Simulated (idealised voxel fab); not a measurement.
Module name: voxel self aligned contacts (process module)
Pictured: cross-section cut, 210 nm wide, on a grid of 5 nm square cells.
Cross-section layout: square cells on a grid; listed as bands, top to bottom; a band spans one or more cell rows.
A band entry consists of two parts. The first gives the height of the band's top and the height of its bottom, in nm. The rest lists the band's materials from left to right, each with its width in nm. A single material labelled with the word "full width" fills the band from edge to edge, and the word "blank" marks empty space.
Note: height 0 marks the level under which the wafer is uniformly one material as received. Lowest band unbounded below, written "from 0 down".
A width such as "30->40" changes by the same amount from each row of cells to the next, from the band's top row to its bottom row.
"nothing was modified" means the step left every cell of the cross-section as it was.
Empty spaces without an open route to the top, at least 8 cells in extent, make up the entry "Enclosed internal voids"; each is given as width x height at distance, where the distance is measured from the left edge, and all are in nm.
after a step's settings: what the simulator itself notes on the step
overlay nm: on a step with a mask, how far right of its planned place the mask lay; negative means left.

Intended process steps:
1. RECEIVE: material Si
2. CONFORMAL_DEP: material SiO2, thk nm 5
3. DIRECTIONAL_DEP: material polySi, thk nm 30
4. DIRECTIONAL_DEP: material SiN, thk nm 15
5. MASKED_ETCH: tone cover, mask id GATE, width nm 20, pitch nm 55, etch materials SiN, depth nm 15, overlay nm 0
6. MASKED_ETCH: tone cover, mask id GATE, width nm 30, pitch nm 55, etch materials polySi, depth nm 30, overlay nm 0
7. CONFORMAL_DEP: material SiN, thk nm 5
8. DIRECTIONAL_ETCH: etch materials SiN, depth nm 5
9. FILL_DEP: material SiO2, thk nm 20
10. CMP: height nm 60
11. MASKED_ETCH: tone open, mask id CONTACT, width nm 35, etch materials SiO2, depth nm 60, overlay nm 0
12. CONFORMAL_DEP: material TiN, thk nm 5
13. FILL_DEP: material Ru, thk nm 5
14. CMP: height nm 60
15. CONFORMAL_DEP: material SiCN, thk nm 5
What sets these wafers apart? The width nm at step 5. They all start alike, and the plan carries the first wafer's value.

After step 1, as received: first of several wafers, cross-section:
- from 0 down = Si full width
- Enclosed internal voids: none

Each row below is a wafer at the end of the module, listing for every material the number of cells it has gained (+) or lost (-) since it was received, followed by its closed voids:
width nm 20; +21 Ru; +42 SiCN; +60 SiN; +322 SiO2; +29 TiN; +72 polySi; Enclosed internal voids: none
width nm 25; +18 Ru; +42 SiCN; +66 SiN; +319 SiO2; +29 TiN; +72 polySi; Enclosed internal voids: none
width nm 30; +15 Ru; +42 SiCN; +72 SiN; +316 SiO2; +29 TiN; +72 polySi; Enclosed internal voids: none
width nm 35; +5 Ru; +42 SiCN; +78 SiN; +308 SiO2; +29 TiN; +84 polySi; Enclosed internal voids: none
width nm 40; +5 Ru; +42 SiCN; +84 SiN; +300 SiO2; +19 TiN; +96 polySi; Enclosed internal voids: none
